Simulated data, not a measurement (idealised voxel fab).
The following is a process module called voxel transistor to metal.
In the cross-section labelled cut, the width is 160 nm and each square cell is 5 nm.
For the purposes of this document, a cross-section shall be understood as a grid of square cells, specified as bands listed in top-to-bottom order, each band consisting of one or more rows of cells. Basically the band line says how high the top is and how high the bottom is, in nm, and then what's in it from left to right, every material with its width in nm. Empty space shows up as "empty", and if a single material carries "all across" it runs the full band edge to edge. A quick word on heights: they are counted from 0, and under that level the wafer as it came to us is one material throughout. The lowest band is different from the rest in having no bottom; it simply continues downward, written as in "0..down". Think of "30 to 40" as a width that walks from the first number to the second as you go down the band, top row to bottom row, taking equal-sized steps from row to row. Any step labelled "same as before" changed none of the cells in the cross-section. If an empty space has no open way to the top and is at least 8 cells in size, "Sealed void list" lists it, written width x height at distance, where distance is measured from the left edge and every value is in nm. Whatever follows a step's settings on its line is a remark the simulator itself makes about that step. overlay nm: right-of-plan distance of the mask on a masked step; negative values mean left-of-plan.

[Planned process steps]
1,op RECEIVE | material Si
2,op CONFORMAL_DEP | material SiO2 | thk nm 5
3,op CONFORMAL_DEP | material SiN | thk nm 10
4,op PATTERN | tone cover | mask id ACTIVE | material resist | width nm 125 | thk nm 20 | overlay nm 0
5,op DIRECTIONAL_ETCH | etch materials SiN | depth nm 10
6,op DIRECTIONAL_ETCH | etch materials SiO2 | depth nm 5
7,op DIRECTIONAL_ETCH | etch materials Si | depth nm 35
8,op STRIP | etch materials resist
9,op FILL_DEP | material SiO2 | thk nm 15
10,op CMP | height nm 15
11,op SELECTIVE_ETCH | etch materials SiO2 | depth nm 5
12,op STRIP | etch materials SiN
13,op SELECTIVE_ETCH | etch materials SiO2 | depth nm 5
14,op OXIDIZE | depth nm 5
15,op DIRECTIONAL_DEP | material polySi | thk nm 20
16,op DIRECTIONAL_DEP | material SiCN | thk nm 10
17,op PATTERN | tone cover | mask id GATE | material resist | width nm 35 | thk nm 15 | overlay nm 0
18,op DIRECTIONAL_ETCH | etch materials SiCN | depth nm 20
19,op DIRECTIONAL_ETCH | etch materials polySi | depth nm 30
20,op STRIP | etch materials resist
21,op CONFORMAL_DEP | material SiO2 | thk nm 5
22,op DIRECTIONAL_ETCH | etch materials SiO2 | depth nm 5
23,op CONFORMAL_DEP | material SiN | thk nm 5
24,op DIRECTIONAL_ETCH | etch materials SiN | depth nm 5
25,op DIRECTIONAL_ETCH | etch materials SiO2 | depth nm 5
26,op DIRECTIONAL_ETCH | etch materials Si | depth nm 5
27,op EPI | material SiGe | thk nm 5
28,op FILL_DEP | material SiO2 | thk nm 5
29,op CMP | height nm 20
30,op STRIP | etch materials polySi
31,op SELECTIVE_ETCH | etch materials SiO2 | depth nm 5
32,op CONFORMAL_DEP | material HfO2 | thk nm 5
33,op CONFORMAL_DEP | material TiN | thk nm 5
34,op FILL_DEP | material W | thk nm 5
35,op CMP | height nm 15
36,op DIRECTIONAL_DEP | material SiO2 | thk nm 15
37,op MASKED_ETCH | tone open | mask id CONTACT | width nm 20 | pitch nm 85 | etch materials SiO2 | depth nm 35 | overlay nm 0
38,op CONFORMAL_DEP | material TiN | thk nm 5
39,op FILL_DEP | material Ru | thk nm 5
40,op CMP | height nm 30
41,op CONFORMAL_DEP | material SiN | thk nm 5
42,op DIRECTIONAL_DEP | material lowk | thk nm 20
43,op PATTERN | tone open | mask id METAL_1 | material resist | width nm 20 | pitch nm 85 | thk nm 20 | overlay nm 0
44,op DIRECTIONAL_ETCH | etch materials lowk | depth nm 20
45,op DIRECTIONAL_ETCH | etch materials SiN | depth nm 5
46,op STRIP | etch materials resist
47,op CONFORMAL_DEP | material TiN | thk nm 5
48,op FILL_DEP | material Ru | thk nm 5
49,op CMP | height nm 55
50,op CONFORMAL_DEP | material SiCN | thk nm 5
51,op DIRECTIONAL_DEP | material SiO2 | thk nm 30
52,op PATTERN | tone open | mask id METAL_2_HOLES | material resist | width nm 15 | pitch nm 85 | thk nm 20 | overlay nm 0
53,op DIRECTIONAL_ETCH | etch materials SiO2 | depth nm 30
54,op STRIP | etch materials resist
55,op PATTERN | tone open | mask id METAL_2 | material resist | width nm 20 | pitch nm 85 | thk nm 15 | overlay nm 0
56,op DIRECTIONAL_ETCH | etch materials SiO2 | depth nm 15
57,op DIRECTIONAL_ETCH | etch materials SiCN | depth nm 5
58,op STRIP | etch materials resist
59,op CONFORMAL_DEP | material TiN | thk nm 5
60,op FILL_DEP | material Cu | thk nm 10
61,op CMP | height nm 90
62,op CONFORMAL_DEP | material SiN | thk nm 5

[Cross-section of the wafer as it came to us, i.e., already through step 1]
> 0..down  Si all across
> Sealed void list: none

[a wafer at the end: this start, this plan, one mistake]
> 95..90  SiN all across
> 90..80  SiO2 25 nm / TiN 5 nm / Cu 10 nm / TiN 5 nm / SiO2 65 nm / TiN 5 nm / Cu 10 nm / TiN 5 nm / SiO2 30 nm
> 80..75  SiO2 25 nm / TiN 5 nm / Cu 5 nm / TiN 10 nm / SiO2 65 nm / TiN 5 nm / Cu 5 nm / TiN 10 nm / SiO2 30 nm
> 75..60  SiO2 25 nm / TiN 5 nm / Cu 5 nm / TiN 5 nm / SiO2 70 nm / TiN 5 nm / Cu 5 nm / TiN 5 nm / SiO2 35 nm
> 60..55  SiCN 25 nm / TiN 15 nm / SiCN 70 nm / TiN 15 nm / SiCN 35 nm
> 55..35  lowk 15 nm / TiN 5 nm / Ru 10 nm / TiN 5 nm / lowk 65 nm / TiN 5 nm / Ru 10 nm / TiN 5 nm / lowk 40 nm
> 35..30  SiN 15 nm / TiN 20 nm / SiN 65 nm / TiN 20 nm / SiN 40 nm
> 30..15  SiO2 25 nm / TiN 5 nm / Ru 10 nm / TiN 5 nm / SiO2 65 nm / TiN 5 nm / Ru 10 nm / TiN 5 nm / SiO2 30 nm
> 15..5  SiO2 25 nm / TiN 5 nm / Ru 10 nm / TiN 5 nm / SiO2 5 nm / SiN 5 nm / HfO2 5 nm / TiN 5 nm / W 25 nm / TiN 5 nm / HfO2 5 nm / SiN 5 nm / SiO2 5 nm / TiN 5 nm / Ru 10 nm / TiN 5 nm / SiO2 30 nm
> 5..0  SiO2 15 nm / SiN 5 nm / SiO2 5 nm / TiN 5 nm / Ru 10 nm / TiN 5 nm / SiO2 5 nm / SiN 5 nm / HfO2 5 nm / TiN 35 nm / HfO2 5 nm / SiN 5 nm / SiO2 5 nm / TiN 5 nm / Ru 10 nm / TiN 5 nm / SiO2 5 nm / SiN 5 nm / SiO2 20 nm
> 0..-5  SiO2 20 nm / SiGe 5 nm / TiN 20 nm / SiGe 5 nm / SiO2 5 nm / HfO2 45 nm / SiO2 5 nm / SiGe 5 nm / TiN 20 nm / SiGe 5 nm / SiO2 25 nm
> -5..-10  SiO2 15 nm / Si 5 nm / SiGe 30 nm / Si 55 nm / SiGe 30 nm / Si 5 nm / SiO2 20 nm
> -10..-35  SiO2 15 nm / Si 125 nm / SiO2 20 nm
> -35..down  Si all across
> Sealed void list: none
Short version of what went wrong: it should be noted that step 43 was executed with settings other than those planned, the operation and settings actually applied being op PATTERN | tone open | mask id METAL_1 | material resist | width nm 20 | pitch nm 85 | thk nm 20 | overlay nm -10
